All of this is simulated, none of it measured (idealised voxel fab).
Presented below is a process module, voxel ribs on slabs.
Section cut is 160 nm wide and gridded with 5 nm square cells.
In what follows, cross-sections appear as grids of square cells, described through bands that run from the top down, where every band is one or more rows of cells. Per band: top height and bottom height in nm, followed by the left-to-right materials and their widths in nm; "everywhere" marks a single material spanning edge to edge, "air" marks empty space. Convention: height 0 is the level below which the wafer, as received, is all one material. The lowest band does not terminate at the bottom but continues downward, represented as "0 down". Quick explanation for "30 to 40": the width changes in equal steps down the rows of cells, from the first number in the band's top row to the second number in its bottom row. For the purposes of this document, the phrase "identical to before" attached to a step denotes that no cell within the cross-section was modified by that step. The entry titled "Voids, fully enclosed" provides the empty spaces that have no open way to the top, restricted to those of 8 cells or more. Each is presented as width x height at distance, the distance being measured from the left edge, with all three in nm. On a step's line, text after the settings is the simulator commenting on that step. The "overlay nm" setting may appear on a step's line; for a step that uses a mask, it gives how far to the right of its planned position the mask lay, and a negative value indicates the left.
## Process steps (planned)
1. RECEIVE (material Si)
2. DIRECTIONAL_DEP (material SiO2; thk nm 20)
3. DIRECTIONAL_DEP (material polySi; thk nm 20)
4. PATTERN (tone cover; mask id RIB; material resist; width nm 30; thk nm 15; overlay nm 0)
5. DIRECTIONAL_ETCH (etch materials polySi; depth nm 5)
6. STRIP (etch materials resist)
7. PATTERN (tone cover; mask id SLAB; material resist; width nm 60; thk nm 20; overlay nm 0)
8. DIRECTIONAL_ETCH (etch materials polySi; depth nm 15)
9. STRIP (etch materials resist)
10. FILL_DEP (material SiO2; thk nm 20)
11. CMP (height nm 50)
12. DIRECTIONAL_DEP (material TiN; thk nm 10)
13. PATTERN (tone cover; mask id HEATER; material resist; width nm 40; thk nm 15; overlay nm 0)
14. DIRECTIONAL_ETCH (etch materials TiN; depth nm 10)
15. STRIP (etch materials resist)
16. CONFORMAL_DEP (material SiO2; thk nm 5)
## First of the two wafers, run per plan
## Received-state cross-section, reflecting completion of step 1
- 0 down | Si everywhere
- Voids, fully enclosed: none
## You're looking at a cross-section of the wafer after step 2
- 20 to 0 | SiO2 everywhere
- At heights below 0, the structure remains unaltered.
## You're looking at a cross-section of the wafer after step 3
- 40 to 20 | polySi everywhere
- At heights below 20, the structure remains unaltered.
## You're looking at a cross-section of the wafer after step 4
- 55 to 40 | air 65; resist 30; air 65
- At heights below 40, the structure remains unaltered.
## You're looking at a cross-section of the wafer after step 5
- 55 to 40 | air 65; resist 30; air 65
- 40 to 35 | air 65; polySi 30; air 65
- At heights below 35, the structure remains unaltered.
## You're looking at a cross-section of the wafer after step 6
- 40 to 35 | air 65; polySi 30; air 65
- At heights below 35, the structure remains unaltered.
## You're looking at a cross-section of the wafer after step 7
- 60 to 40 | air 50; resist 60; air 50
- 40 to 35 | air 50; resist 15; polySi 30; resist 15; air 50
- At heights below 35, the structure remains unaltered.
## You're looking at a cross-section of the wafer after step 8
- 60 to 40 | air 50; resist 60; air 50
- 40 to 35 | air 50; resist 15; polySi 30; resist 15; air 50
- 35 to 20 | air 50; polySi 60; air 50
- At heights below 20, the structure remains unaltered.
## You're looking at a cross-section of the wafer after step 9
- 40 to 35 | air 65; polySi 30; air 65
- At heights below 35, the structure remains unaltered.
## You're looking at a cross-section of the wafer after step 10
- 60 to 40 | SiO2 everywhere
- 40 to 35 | SiO2 65; polySi 30; SiO2 65
- 35 to 20 | SiO2 50; polySi 60; SiO2 50
- At heights below 20, the structure remains unaltered.
## You're looking at a cross-section of the wafer after step 11
- 50 to 40 | SiO2 everywhere
- At heights below 40, the structure remains unaltered.
## You're looking at a cross-section of the wafer after step 12
- 60 to 50 | TiN everywhere
- At heights below 50, the structure remains unaltered.
## You're looking at a cross-section of the wafer after step 13
- 75 to 60 | air 60; resist 40; air 60
- At heights below 60, the structure remains unaltered.
## You're looking at a cross-section of the wafer after step 14
- 75 to 60 | air 60; resist 40; air 60
- 60 to 50 | air 60; TiN 40; air 60
- At heights below 50, the structure remains unaltered.
## You're looking at a cross-section of the wafer after step 15
- 60 to 50 | air 60; TiN 40; air 60
- At heights below 50, the structure remains unaltered.
## You're looking at a cross-section of the wafer after step 16
- 65 to 60 | air 55; SiO2 50; air 55
- 60 to 55 | air 55; SiO2 5; TiN 40; SiO2 5; air 55
- 55 to 50 | SiO2 60; TiN 40; SiO2 60
- At heights below 50, the structure remains unaltered.
## Wafer two of the pair: same origin, same plan, one error during the run; identical to wafer one up to and including step 3
## Cross-section of the second wafer when, according to plan, step 4 should have finished
- 55 to 40 | air 55; resist 30; air 75
- At heights below 40, the structure remains unaltered.
## Cross-section of the second wafer when, according to plan, step 5 should have finished
- 55 to 40 | air 55; resist 30; air 75
- 40 to 35 | air 55; polySi 30; air 75
- At heights below 35, the structure remains unaltered.
## Cross-section of the second wafer when, according to plan, step 6 should have finished
- 40 to 35 | air 55; polySi 30; air 75
- At heights below 35, the structure remains unaltered.
## Cross-section of the second wafer when, according to plan, step 7 should have finished
- 60 to 40 | air 50; resist 60; air 50
- 40 to 35 | air 50; resist 5; polySi 30; resist 25; air 50
- At heights below 35, the structure remains unaltered.
## Cross-section of the second wafer when, according to plan, step 8 should have finished
- 60 to 40 | air 50; resist 60; air 50
- 40 to 35 | air 50; resist 5; polySi 30; resist 25; air 50
- 35 to 20 | air 50; polySi 60; air 50
- At heights below 20, the structure remains unaltered.
## Cross-section of the second wafer when, according to plan, step 9 should have finished
- 40 to 35 | air 55; polySi 30; air 75
- At heights below 35, the structure remains unaltered.
## Cross-section of the second wafer when, according to plan, step 10 should have finished
- 60 to 40 | SiO2 everywhere
- 40 to 35 | SiO2 55; polySi 30; SiO2 75
- 35 to 20 | SiO2 50; polySi 60; SiO2 50
- At heights below 20, the structure remains unaltered.
## Cross-section of the second wafer when, according to plan, step 11 should have finished
- 50 to 40 | SiO2 everywhere
- At heights below 40, the structure remains unaltered.
## Cross-section of the second wafer when, according to plan, step 12 should have finished
- 60 to 50 | TiN everywhere
- At heights below 50, the structure remains unaltered.
## Cross-section of the second wafer when, according to plan, step 13 should have finished
- 75 to 60 | air 60; resist 40; air 60
- At heights below 60, the structure remains unaltered.
## Cross-section of the second wafer when, according to plan, step 14 should have finished
- 75 to 60 | air 60; resist 40; air 60
- 60 to 50 | air 60; TiN 40; air 60
- At heights below 50, the structure remains unaltered.
## Cross-section of the second wafer when, according to plan, step 15 should have finished
- 60 to 50 | air 60; TiN 40; air 60
- At heights below 50, the structure remains unaltered.
## Cross-section of the second wafer when, according to plan, step 16 should have finished
- 65 to 60 | air 55; SiO2 50; air 55
- 60 to 55 | air 55; SiO2 5; TiN 40; SiO2 5; air 55
- 55 to 50 | SiO2 60; TiN 40; SiO2 60
- At heights below 50, the structure remains unaltered.
What was done differently from what was planned? not per plan at step 4, really ran PATTERN (tone cover; mask id RIB; material resist; width nm 30; thk nm 15; overlay nm -10)
Final state: per-material cell counts identical on both wafers; locations differ.
